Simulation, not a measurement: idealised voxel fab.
Process module name: voxel self aligned contacts
Cross-sectional view cut (width: 215 nm; square cell size: 5 nm).
Throughout this document, each cross-section is represented as a grid of square cells and is presented as a sequence of bands enumerated from the top downward, where a band comprises one or more rows of cells.
Band: top and bottom heights (nm) first, top before bottom; then materials from left to right, widths in nm. "edge to edge" marks a sole material filling the band edge to edge. "empty" denotes empty space.
Heights are expressed relative to 0, this being the level below which the as-received wafer comprises one material exclusively. The lowest band is unbounded in the downward direction and is denoted as in "0 -> down".
Note: "30 to 40" means the width goes from the first number (top row of the band) to the second number (bottom row) in equal steps per row of cells.
"remained the same" means the step left every cell of the cross-section as it was.
The list in "Trapped voids" covers empty spaces of 8 cells or more that cannot reach the top through any open way, and it gives each as width x height at distance; the distance is from the left edge, and width, height and distance are in nm.
It should be noted that, on the line of a given step, the content following the step's settings is a remark produced by the simulator itself with respect to that step.
overlay nm: where the mask lay relative to plan, measured to the right, on steps with a mask; negatives go left.
Below is the list of planned process steps:
step 1: RECEIVE: material Si
step 2: OXIDIZE: depth nm 5
step 3: DIRECTIONAL_DEP: material polySi, thk nm 30
step 4: DIRECTIONAL_DEP: material SiN, thk nm 20
step 5: DIRECTIONAL_DEP: material aC, thk nm 10
step 6: PATTERN: tone cover, mask id GATE, material resist, width nm 25, pitch nm 60, thk nm 25, overlay nm 0
step 7: DIRECTIONAL_ETCH: etch materials aC, depth nm 10
step 8: STRIP: etch materials resist
step 9: DIRECTIONAL_ETCH: etch materials SiN, depth nm 20
step 10: DIRECTIONAL_ETCH: etch materials polySi, depth nm 30
step 11: STRIP: etch materials aC
step 12: CONFORMAL_DEP: material SiN, thk nm 5
step 13: DIRECTIONAL_ETCH: etch materials SiN, depth nm 5
step 14: FILL_DEP: material SiO2, thk nm 10
step 15: CMP: height nm 55
step 16: PATTERN: tone open, mask id CONTACT, material resist, width nm 45, thk nm 15, overlay nm 0
step 17: DIRECTIONAL_ETCH: etch materials SiO2, depth nm 60
step 18: STRIP: etch materials resist
step 19: CONFORMAL_DEP: material TiN, thk nm 5
step 20: FILL_DEP: material Ru, thk nm 10
step 21: CMP: height nm 55
step 22: CONFORMAL_DEP: material SiN, thk nm 5
The first of a set of two wafers, run to plan:
This is the cross-section of the wafer as we received it, i.e. after step 1:
    0 -> down = Si edge to edge
    Trapped voids: none
Take a look at the wafer's cross-section after step 2:
    0 -> -5 = SiO2 edge to edge
    Nothing below the height -5 has changed.
Take a look at the wafer's cross-section after step 3:
    30 -> 0 = polySi edge to edge
    Nothing below the height 0 has changed.
Take a look at the wafer's cross-section after step 4:
    50 -> 30 = SiN edge to edge
    Nothing below the height 30 has changed.
Take a look at the wafer's cross-section after step 5:
    60 -> 50 = aC edge to edge
    Nothing below the height 50 has changed.
Take a look at the wafer's cross-section after step 6:
    85 -> 60 = 65 empty / 25 resist / 35 empty / 25 resist / 65 empty
    Nothing below the height 60 has changed.
Take a look at the wafer's cross-section after step 7:
    75 -> 60 = 65 empty / 25 resist / 35 empty / 25 resist / 65 empty
    60 -> 50 = 65 empty / 25 aC / 35 empty / 25 aC / 65 empty
    Nothing below the height 50 has changed.
Take a look at the wafer's cross-section after step 8:
    60 -> 50 = 65 empty / 25 aC / 35 empty / 25 aC / 65 empty
    Nothing below the height 50 has changed.
Take a look at the wafer's cross-section after step 9:
    60 -> 50 = 65 empty / 25 aC / 35 empty / 25 aC / 65 empty
    50 -> 30 = 65 empty / 25 SiN / 35 empty / 25 SiN / 65 empty
    Nothing below the height 30 has changed.
Take a look at the wafer's cross-section after step 10:
    60 -> 50 = 65 empty / 25 aC / 35 empty / 25 aC / 65 empty
    50 -> 30 = 65 empty / 25 SiN / 35 empty / 25 SiN / 65 empty
    30 -> 0 = 65 empty / 25 polySi / 35 empty / 25 polySi / 65 empty
    Nothing below the height 0 has changed.
Take a look at the wafer's cross-section after step 11:
    50 -> 30 = 65 empty / 25 SiN / 35 empty / 25 SiN / 65 empty
    Nothing below the height 30 has changed.
Take a look at the wafer's cross-section after step 12:
    55 -> 30 = 60 empty / 35 SiN / 25 empty / 35 SiN / 60 empty
    30 -> 5 = 60 empty / 5 SiN / 25 polySi / 5 SiN / 25 empty / 5 SiN / 25 polySi / 5 SiN / 60 empty
    5 -> 0 = 65 SiN / 25 polySi / 35 SiN / 25 polySi / 65 SiN
    Nothing below the height 0 has changed.
Take a look at the wafer's cross-section after step 13:
    50 -> 30 = 60 empty / 35 SiN / 25 empty / 35 SiN / 60 empty
    30 -> 0 = 60 empty / 5 SiN / 25 polySi / 5 SiN / 25 empty / 5 SiN / 25 polySi / 5 SiN / 60 empty
    Nothing below the height 0 has changed.
Take a look at the wafer's cross-section after step 14:
    60 -> 50 = SiO2 edge to edge
    50 -> 30 = 60 SiO2 / 35 SiN / 25 SiO2 / 35 SiN / 60 SiO2
    30 -> 0 = 60 SiO2 / 5 SiN / 25 polySi / 5 SiN / 25 SiO2 / 5 SiN / 25 polySi / 5 SiN / 60 SiO2
    Nothing below the height 0 has changed.
Take a look at the wafer's cross-section after step 15:
    55 -> 50 = SiO2 edge to edge
    Nothing below the height 50 has changed.
Take a look at the wafer's cross-section after step 16:
    70 -> 55 = 85 resist / 45 empty / 85 resist
    Nothing below the height 55 has changed.
Take a look at the wafer's cross-section after step 17:
    70 -> 55 = 85 resist / 45 empty / 85 resist
    55 -> 50 = 85 SiO2 / 45 empty / 85 SiO2
    50 -> 30 = 60 SiO2 / 35 SiN / 25 empty / 35 SiN / 60 SiO2
    30 -> 0 = 60 SiO2 / 5 SiN / 25 polySi / 5 SiN / 25 empty / 5 SiN / 25 polySi / 5 SiN / 60 SiO2
    0 -> -5 = 95 SiO2 / 25 empty / 95 SiO2
    Nothing below the height -5 has changed.
Take a look at the wafer's cross-section after step 18:
    55 -> 50 = 85 SiO2 / 45 empty / 85 SiO2
    Nothing below the height 50 has changed.
Take a look at the wafer's cross-section after step 19:
    60 -> 55 = 90 TiN / 35 empty / 90 TiN
    55 -> 50 = 85 SiO2 / 15 TiN / 15 empty / 15 TiN / 85 SiO2
    50 -> 30 = 60 SiO2 / 35 SiN / 5 TiN / 15 empty / 5 TiN / 35 SiN / 60 SiO2
    30 -> 0 = 60 SiO2 / 5 SiN / 25 polySi / 5 SiN / 5 TiN / 15 empty / 5 TiN / 5 SiN / 25 polySi / 5 SiN / 60 SiO2
    0 -> -5 = 95 SiO2 / 25 TiN / 95 SiO2
    Nothing below the height -5 has changed.
Take a look at the wafer's cross-section after step 20:
    70 -> 60 = Ru edge to edge
    60 -> 55 = 90 TiN / 35 Ru / 90 TiN
    55 -> 50 = 85 SiO2 / 15 TiN / 15 Ru / 15 TiN / 85 SiO2
    50 -> 30 = 60 SiO2 / 35 SiN / 5 TiN / 15 Ru / 5 TiN / 35 SiN / 60 SiO2
    30 -> 0 = 60 SiO2 / 5 SiN / 25 polySi / 5 SiN / 5 TiN / 15 Ru / 5 TiN / 5 SiN / 25 polySi / 5 SiN / 60 SiO2
    Nothing below the height 0 has changed.
Take a look at the wafer's cross-section after step 21:
    55 -> 50 = 85 SiO2 / 15 TiN / 15 Ru / 15 TiN / 85 SiO2
    Nothing below the height 50 has changed.
Take a look at the wafer's cross-section after step 22:
    60 -> 55 = SiN edge to edge
    Nothing below the height 55 has changed.
Regarding the second of the two wafers: it shared the first wafer's starting condition and process plan, yet one error occurred during its execution. Its history coincides with that of the first wafer up to and including step 21:
Cross-section, second wafer, at the end time the plan gives for step 22:
    70 -> 55 = SiN edge to edge
    Nothing below the height 55 has changed.
Processing error: step 22: run off-plan, actual operation and settings CONFORMAL_DEP: material SiN, thk nm 15
Final tally in cells, some materials are higher or lower on the second wafer than on the first: +86 SiN
